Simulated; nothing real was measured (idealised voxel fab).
The following is a process module called voxel gate over fins.
cross-section cut | 200 nm wide | cells 5 nm
For the purposes of this document, a cross-section shall be understood as a grid of square cells, specified as bands listed in top-to-bottom order, each band consisting of one or more rows of cells. Each band's line starts with the height of the band's top and of its bottom, in nm. Then come its materials from left to right, each with its width in nm. One material with "everywhere" fills the band from edge to edge. "air" is empty space. Below 0: as-received wafer, all one material; heights counted from there. Lowest band: no bottom, goes on down, written "from 0 down". Read "30->40" as a graded width: first number on top, second number at the bottom, same change between each pair of neighbouring rows. The designation "nothing altered", where it is given for a processing step, indicates that no cell of the cross-section was altered in the course of that step. Basically, "Closed cavity list" tells you about the enclosed voids: empty spaces with no open way to the top, 8 cells or bigger, each written width x height at distance, where distance is from the left edge, all in nm. It should be noted that, on the line of a given step, the content following the step's settings is a remark produced by the simulator itself with respect to that step. On any step carrying a mask, the "overlay nm" setting, if present on the step's line, tells how far right of its planned place the mask lay; negative values point to the left.

### Process steps - plan
| 1 | RECEIVE: material Si |
| 2 | CONFORMAL_DEP: material SiN, thk nm 10 |
| 3 | PATTERN: tone cover, mask id FINS, material resist, width nm 15, pitch nm 35, thk nm 15, overlay nm -15 |
| 4 | DIRECTIONAL_ETCH: etch materials SiN, depth nm 10 |
| 5 | DIRECTIONAL_ETCH: etch materials Si, depth nm 40 |
| 6 | STRIP: etch materials resist |
| 7 | OXIDIZE: depth nm 5 |
| 8 | FILL_DEP: material SiO2, thk nm 5 |
| 9 | CMP: height nm 10 |
| 10 | SELECTIVE_ETCH: etch materials SiO2, depth nm 20 |
| 11 | STRIP: etch materials SiN |
| 12 | CONFORMAL_DEP: material HfO2, thk nm 5 |
| 13 | CONFORMAL_DEP: material TiN, thk nm 5 |
| 14 | FILL_DEP: material W, thk nm 15 |
| 15 | CMP: height nm 20 |
| 16 | CONFORMAL_DEP: material SiCN, thk nm 10 |
Among the wafers covered here, the point of difference is the overlay nm at step 3; their starting state is shared, and the plan presents the value of the first wafer.

### Cut through the first of several wafers as received, post step 1
- from 0 down: Si everywhere
- Closed cavity list: none

### Wafer cross-section (first of several) - module end, post step 16 (last step)
- from 30 to 20: SiCN everywhere
- from 20 to 10: W everywhere
- from 10 to 5: 55 W, then 25 TiN, then 10 W, then 25 TiN, then 85 W
- from 5 to 0: 55 W, then 5 TiN, then 15 HfO2, then 5 TiN, then 10 W, then 5 TiN, then 15 HfO2, then 5 TiN, then 85 W
- from 0 to -5: 60 TiN, then 5 HfO2, then 5 Si, then 5 HfO2, then 20 TiN, then 5 HfO2, then 5 Si, then 5 HfO2, then 90 TiN
- from -5 to -10: 65 HfO2, then 5 Si, then 30 HfO2, then 5 Si, then 95 HfO2
- from -10 to -45: 65 SiO2, then 5 Si, then 30 SiO2, then 5 Si, then 95 SiO2
- from -45 down: Si everywhere
- Closed cavity list: none

### Last-wafer cross-section at the end of the module
- from 30 to 20: SiCN everywhere
- from 20 to 10: W everywhere
- from 10 to 5: 85 W, then 25 TiN, then 10 W, then 25 TiN, then 55 W
- from 5 to 0: 85 W, then 5 TiN, then 15 HfO2, then 5 TiN, then 10 W, then 5 TiN, then 15 HfO2, then 5 TiN, then 55 W
- from 0 to -5: 90 TiN, then 5 HfO2, then 5 Si, then 5 HfO2, then 20 TiN, then 5 HfO2, then 5 Si, then 5 HfO2, then 60 TiN
- from -5 to -10: 95 HfO2, then 5 Si, then 30 HfO2, then 5 Si, then 65 HfO2
- from -10 to -45: 95 SiO2, then 5 Si, then 30 SiO2, then 5 Si, then 65 SiO2
- from -45 down: Si everywhere
- Closed cavity list: none

### Below: a row per wafer. Contents at end of module: for every material, cells gained since receipt (+) or lost since receipt (-); then closed voids
overlay nm -15 | +48 HfO2 | -342 Si | +80 SiCN | +266 SiO2 | +48 TiN | +140 W | Closed cavity list: none
overlay nm -10 | +48 HfO2 | -342 Si | +80 SiCN | +266 SiO2 | +48 TiN | +140 W | Closed cavity list: none
overlay nm -5 | +48 HfO2 | -342 Si | +80 SiCN | +266 SiO2 | +48 TiN | +140 W | Closed cavity list: none
overlay nm 0 | +48 HfO2 | -342 Si | +80 SiCN | +266 SiO2 | +48 TiN | +140 W | Closed cavity list: none
overlay nm 5 | +48 HfO2 | -342 Si | +80 SiCN | +266 SiO2 | +48 TiN | +140 W | Closed cavity list: none
overlay nm 10 | +48 HfO2 | -342 Si | +80 SiCN | +266 SiO2 | +48 TiN | +140 W | Closed cavity list: none
overlay nm 15 | +48 HfO2 | -342 Si | +80 SiCN | +266 SiO2 | +48 TiN | +140 W | Closed cavity list: none
